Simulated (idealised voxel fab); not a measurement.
process module | voxel lift off
cross-section cut | 175 nm wide | cells 5 nm
A cross-section is a grid of square cells, given in bands from the top down. A band is one or more rows of cells.
Each band's line starts with the height of the band's top and of its bottom, in nm. Then come its materials from left to right, each with its width in nm. One material with "throughout" fills the band from edge to edge. "air" is empty space.
Height 0 is the level under which the wafer as received is all one material. The lowest band goes on downwards, as in "0 down".
A width such as "30 to 40" changes by the same amount from each row of cells to the next, from the band's top row to its bottom row.
"no change" after a step means that no cell of the cross-section changed.
closed voids: empty space of 8 cells or more with no open way to the top, each as width x height at its distance from the left edge, in nm
after a step's settings: what the simulator itself notes on the step
overlay nm, on a step with a mask: how far to the right of its planned place the mask lay; to the left if negative
plan
1 op RECEIVE | material Si
2 op CONFORMAL_DEP | material SiO2 | thk nm 15
3 op PATTERN | tone open | mask id LINES | material resist | width nm 30 | pitch nm 45 | thk nm 30 | overlay nm 0
4 op DIRECTIONAL_DEP | material Ru | thk nm 15
5 op STRIP | etch materials resist
6 op CONFORMAL_DEP | material SiO2 | thk nm 5
first wafer, as planned
as received, after step 1
  0 down: Si throughout
  closed voids: none
after step 2
  15 to 0: SiO2 throughout
  below 0: unchanged
after step 3
  45 to 15: resist 50 | air 30 | resist 15 | air 30 | resist 50
  below 15: unchanged
after step 4
  60 to 45: Ru 50 | air 30 | Ru 15 | air 30 | Ru 50
  45 to 30: resist 50 | air 30 | resist 15 | air 30 | resist 50
  30 to 15: resist 50 | Ru 30 | resist 15 | Ru 30 | resist 50
  below 15: unchanged
after step 5
  30 to 15: air 50 | Ru 30 | air 15 | Ru 30 | air 50
  below 15: unchanged
after step 6
  35 to 30: air 45 | SiO2 40 | air 5 | SiO2 40 | air 45
  30 to 20: air 45 | SiO2 5 | Ru 30 | SiO2 5 | air 5 | SiO2 5 | Ru 30 | SiO2 5 | air 45
  20 to 15: SiO2 50 | Ru 30 | SiO2 15 | Ru 30 | SiO2 50
  below 15: unchanged
second wafer: like start, like plan, one mistake. Through step 2 it matches the first wafer
when step 3 should have ended
  45 to 15: resist 40 | air 30 | resist 15 | air 30 | resist 60
  below 15: unchanged
when step 4 should have ended
  60 to 45: Ru 40 | air 30 | Ru 15 | air 30 | Ru 60
  45 to 30: resist 40 | air 30 | resist 15 | air 30 | resist 60
  30 to 15: resist 40 | Ru 30 | resist 15 | Ru 30 | resist 60
  below 15: unchanged
when step 5 should have ended
  30 to 15: air 40 | Ru 30 | air 15 | Ru 30 | air 60
  below 15: unchanged
when step 6 should have ended
  35 to 30: air 35 | SiO2 40 | air 5 | SiO2 40 | air 55
  30 to 20: air 35 | SiO2 5 | Ru 30 | SiO2 5 | air 5 | SiO2 5 | Ru 30 | SiO2 5 | air 55
  20 to 15: SiO2 40 | Ru 30 | SiO2 15 | Ru 30 | SiO2 60
  below 15: unchanged
what went wrong: step 3 ran as: op PATTERN | tone open | mask id LINES | material resist | width nm 30 | pitch nm 45 | thk nm 30 | overlay nm -10
at the end the second wafer has, in cells: as many of each material as the first, in other places
